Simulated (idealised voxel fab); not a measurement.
The process module that follows is named voxel air gaps.
This is section cut - it's 175 nm across, gridded in 5 nm square cells.
If you're reading a cross-section in this doc, picture square cells in a grid; it comes to you as bands, top ones listed first down to the bottom, and a band can be one or more rows of cells. In this notation a band is specified by the heights of its top and bottom, in that order and in nm, after which its materials appear from left to right, each paired with its width in nm. The word "all across" attached to a single material means that material fills the band from edge to edge; the word "air" stands for empty space. Height is counted from the level 0, under which the received wafer is composed throughout of one material. The lowest of the bands is not closed at the bottom but continues downward, in the notation "top 0, no bottom". Graded width ("30..40"): value in top row of band = first number; value in bottom row = second number; row-to-row change constant. "no alteration" after a step means that no cell of the cross-section changed. "Listed closed voids" specifies each empty space that is not open to the top and that occupies no fewer than 8 cells, using the form width x height at distance, the distance measured from the left edge and all three quantities in nm. Whatever follows a step's settings on its line is a remark the simulator itself makes about that step. Among the settings permitted on a step's line is "overlay nm"; applied to a step with a mask, it specifies the extent to which the mask lay to the right of its planned position, whereas a negative figure signifies a position to the left.

Steps planned for the process
- 1: RECEIVE with material Si
- 2: CONFORMAL_DEP with material SiO2, thk nm 15
- 3: CONFORMAL_DEP with material SiN, thk nm 5
- 4: DIRECTIONAL_DEP with material SiO2, thk nm 40
- 5: MASKED_ETCH with tone open, mask id LINES, width nm 25, pitch nm 50, etch materials SiO2, depth nm 40, overlay nm 0
- 6: CONFORMAL_DEP with material TiN, thk nm 5
- 7: FILL_DEP with material Cu, thk nm 10
- 8: CMP with height nm 60
- 9: EPI with material Ru, thk nm 10
- 10: SELECTIVE_ETCH with etch materials SiO2, depth nm 50
- 11: CONFORMAL_DEP with material SiCN, thk nm 5

Below: the first of two wafers, run as planned

Step 1 complete: cross-section of the wafer as received
* top 0, no bottom  Si all across
* Listed closed voids: none

Sectional view: wafer, after step 2
* top 15, bottom 0  SiO2 all across
* Heights below 0 show no change.

Sectional view: wafer, after step 3
* top 20, bottom 15  SiN all across
* Heights below 15 show no change.

Sectional view: wafer, after step 4
* top 60, bottom 20  SiO2 all across
* Heights below 20 show no change.

Sectional view: wafer, after step 5
* top 60, bottom 20  25 SiO2  25 air  25 SiO2  25 air  25 SiO2  25 air  25 SiO2
* Heights below 20 show no change.

Sectional view: wafer, after step 6
* top 65, bottom 60  30 TiN  15 air  35 TiN  15 air  35 TiN  15 air  30 TiN
* top 60, bottom 25  25 SiO2  5 TiN  15 air  5 TiN  25 SiO2  5 TiN  15 air  5 TiN  25 SiO2  5 TiN  15 air  5 TiN  25 SiO2
* top 25, bottom 20  25 SiO2  25 TiN  25 SiO2  25 TiN  25 SiO2  25 TiN  25 SiO2
* Heights below 20 show no change.

Sectional view: wafer, after step 7
* top 75, bottom 65  Cu all across
* top 65, bottom 60  30 TiN  15 Cu  35 TiN  15 Cu  35 TiN  15 Cu  30 TiN
* top 60, bottom 25  25 SiO2  5 TiN  15 Cu  5 TiN  25 SiO2  5 TiN  15 Cu  5 TiN  25 SiO2  5 TiN  15 Cu  5 TiN  25 SiO2
* Heights below 25 show no change.

Sectional view: wafer, after step 8
* top 60, bottom 25  25 SiO2  5 TiN  15 Cu  5 TiN  25 SiO2  5 TiN  15 Cu  5 TiN  25 SiO2  5 TiN  15 Cu  5 TiN  25 SiO2
* Heights below 25 show no change.

Sectional view: wafer, after step 9
* top 70, bottom 60  15 air  45 Ru  5 air  45 Ru  5 air  45 Ru  15 air
* Heights below 60 show no change.

Sectional view: wafer, after step 10
* top 70, bottom 60  15 air  45 Ru  5 air  45 Ru  5 air  45 Ru  15 air
* top 60, bottom 25  25 air  5 TiN  15 Cu  5 TiN  25 air  5 TiN  15 Cu  5 TiN  25 air  5 TiN  15 Cu  5 TiN  25 air
* top 25, bottom 20  25 air  25 TiN  25 air  25 TiN  25 air  25 TiN  25 air
* Heights below 20 show no change.

Sectional view: wafer, after step 11
* top 75, bottom 70  10 air  155 SiCN  10 air
* top 70, bottom 60  10 air  5 SiCN  45 Ru  5 SiCN  45 Ru  5 SiCN  45 Ru  5 SiCN  10 air
* top 60, bottom 55  10 air  15 SiCN  5 TiN  15 Cu  5 TiN  25 SiCN  5 TiN  15 Cu  5 TiN  25 SiCN  5 TiN  15 Cu  5 TiN  15 SiCN  10 air
* top 55, bottom 25  20 air  5 SiCN  5 TiN  15 Cu  5 TiN  5 SiCN  15 air  5 SiCN  5 TiN  15 Cu  5 TiN  5 SiCN  15 air  5 SiCN  5 TiN  15 Cu  5 TiN  5 SiCN  20 air
* top 25, bottom 20  25 SiCN  25 TiN  25 SiCN  25 TiN  25 SiCN  25 TiN  25 SiCN
* Heights below 20 show no change.
* Listed closed voids: 15 x 30 at 55; 15 x 30 at 105

Second wafer - shared start and plan with the first - one error in running - same as the first up to step 1 inclusive

Cross-section of the second wafer at the time step 2 of the plan should have ended
* top 30, bottom 0  SiO2 all across
* Heights below 0 show no change.

Cross-section of the second wafer at the time step 3 of the plan should have ended
* top 35, bottom 30  SiN all across
* Heights below 30 show no change.

Cross-section of the second wafer at the time step 4 of the plan should have ended
* top 75, bottom 35  SiO2 all across
* Heights below 35 show no change.

Cross-section of the second wafer at the time step 5 of the plan should have ended
* top 75, bottom 35  25 SiO2  25 air  25 SiO2  25 air  25 SiO2  25 air  25 SiO2
* Heights below 35 show no change.

Cross-section of the second wafer at the time step 6 of the plan should have ended
* top 80, bottom 75  30 TiN  15 air  35 TiN  15 air  35 TiN  15 air  30 TiN
* top 75, bottom 40  25 SiO2  5 TiN  15 air  5 TiN  25 SiO2  5 TiN  15 air  5 TiN  25 SiO2  5 TiN  15 air  5 TiN  25 SiO2
* top 40, bottom 35  25 SiO2  25 TiN  25 SiO2  25 TiN  25 SiO2  25 TiN  25 SiO2
* Heights below 35 show no change.

Cross-section of the second wafer at the time step 7 of the plan should have ended
* top 90, bottom 80  Cu all across
* top 80, bottom 75  30 TiN  15 Cu  35 TiN  15 Cu  35 TiN  15 Cu  30 TiN
* top 75, bottom 40  25 SiO2  5 TiN  15 Cu  5 TiN  25 SiO2  5 TiN  15 Cu  5 TiN  25 SiO2  5 TiN  15 Cu  5 TiN  25 SiO2
* Heights below 40 show no change.

Cross-section of the second wafer at the time step 8 of the plan should have ended
* top 60, bottom 40  25 SiO2  5 TiN  15 Cu  5 TiN  25 SiO2  5 TiN  15 Cu  5 TiN  25 SiO2  5 TiN  15 Cu  5 TiN  25 SiO2
* Heights below 40 show no change.

Cross-section of the second wafer at the time step 9 of the plan should have ended
* top 70, bottom 60  15 air  45 Ru  5 air  45 Ru  5 air  45 Ru  15 air
* Heights below 60 show no change.

Cross-section of the second wafer at the time step 10 of the plan should have ended
* top 70, bottom 60  15 air  45 Ru  5 air  45 Ru  5 air  45 Ru  15 air
* top 60, bottom 40  25 air  5 TiN  15 Cu  5 TiN  25 air  5 TiN  15 Cu  5 TiN  25 air  5 TiN  15 Cu  5 TiN  25 air
* top 40, bottom 35  25 air  25 TiN  25 air  25 TiN  25 air  25 TiN  25 air
* Heights below 35 show no change.

Cross-section of the second wafer at the time step 11 of the plan should have ended
* top 75, bottom 70  10 air  155 SiCN  10 air
* top 70, bottom 60  10 air  5 SiCN  45 Ru  5 SiCN  45 Ru  5 SiCN  45 Ru  5 SiCN  10 air
* top 60, bottom 55  10 air  15 SiCN  5 TiN  15 Cu  5 TiN  25 SiCN  5 TiN  15 Cu  5 TiN  25 SiCN  5 TiN  15 Cu  5 TiN  15 SiCN  10 air
* top 55, bottom 40  20 air  5 SiCN  5 TiN  15 Cu  5 TiN  5 SiCN  15 air  5 SiCN  5 TiN  15 Cu  5 TiN  5 SiCN  15 air  5 SiCN  5 TiN  15 Cu  5 TiN  5 SiCN  20 air
* top 40, bottom 35  25 SiCN  25 TiN  25 SiCN  25 TiN  25 SiCN  25 TiN  25 SiCN
* Heights below 35 show no change.
* Listed closed voids: 15 x 15 at 55; 15 x 15 at 105
Processing error: plan step 2 was twice executed
Wrapping up, a cell-based count of both wafers puts the second over or under the first for these materials: 27 fewer of Cu | 18 fewer of SiCN | 105 more of SiO2 | 18 fewer of TiN
